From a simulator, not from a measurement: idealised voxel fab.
process module | voxel quadruple lines
cross-section cut | 290 nm wide | cells 5 nm
A cross-section is a grid of square cells, given in bands from the top down. A band is one or more rows of cells.
Each band's line starts with the height of the band's top and of its bottom, in nm. Then come its materials from left to right, each with its width in nm. One material with "throughout" fills the band from edge to edge. "air" is empty space.
Height 0 is the level under which the wafer as received is all one material. The lowest band goes on downwards, as in "0 down".
A width such as "30 to 40" changes by the same amount from each row of cells to the next, from the band's top row to its bottom row.
"no change" after a step means that no cell of the cross-section changed.
closed voids: empty space of 8 cells or more with no open way to the top, each as width x height at its distance from the left edge, in nm
after a step's settings: what the simulator itself notes on the step
overlay nm, on a step with a mask: how far to the right of its planned place the mask lay; to the left if negative
plan
1 op RECEIVE | material Si
2 op CONFORMAL_DEP | material SiO2 | thk nm 10
3 op DIRECTIONAL_DEP | material Ru | thk nm 10
4 op DIRECTIONAL_DEP | material polySi | thk nm 15
5 op DIRECTIONAL_DEP | material aC | thk nm 20
6 op PATTERN | tone cover | mask id MANDREL | material resist | width nm 20 | thk nm 25 | overlay nm 0
7 op DIRECTIONAL_ETCH | etch materials aC | depth nm 20
8 op STRIP | etch materials resist
9 op CONFORMAL_DEP | material SiO2 | thk nm 10
10 op DIRECTIONAL_ETCH | etch materials SiO2 | depth nm 10
11 op STRIP | etch materials aC
12 op DIRECTIONAL_ETCH | etch materials polySi | depth nm 15
13 op STRIP | etch materials SiO2
14 op CONFORMAL_DEP | material SiCN | thk nm 5
15 op DIRECTIONAL_ETCH | etch materials SiCN | depth nm 5
16 op STRIP | etch materials polySi
17 op DIRECTIONAL_ETCH | etch materials Ru | depth nm 10
18 op STRIP | etch materials SiCN
19 op FILL_DEP | material SiO2 | thk nm 10
20 op CMP | height nm 20
as received, after step 1
  0 down: Si throughout
  closed voids: none
first wafer at the end, as planned
  20 to 10: SiO2 120 | Ru 5 | SiO2 10 | Ru 5 | SiO2 10 | Ru 5 | SiO2 10 | Ru 5 | SiO2 120
  10 to 0: SiO2 throughout
  0 down: Si throughout
  closed voids: none
second wafer at the end: like start, like plan, one mistake
  20 to 10: polySi throughout
  10 to 0: SiO2 throughout
  0 down: Si throughout
  closed voids: none
what went wrong: steps 3 and 4 were swapped
at the end the second wafer has, in cells: 8 fewer of Ru | 108 fewer of SiO2 | 116 more of polySi
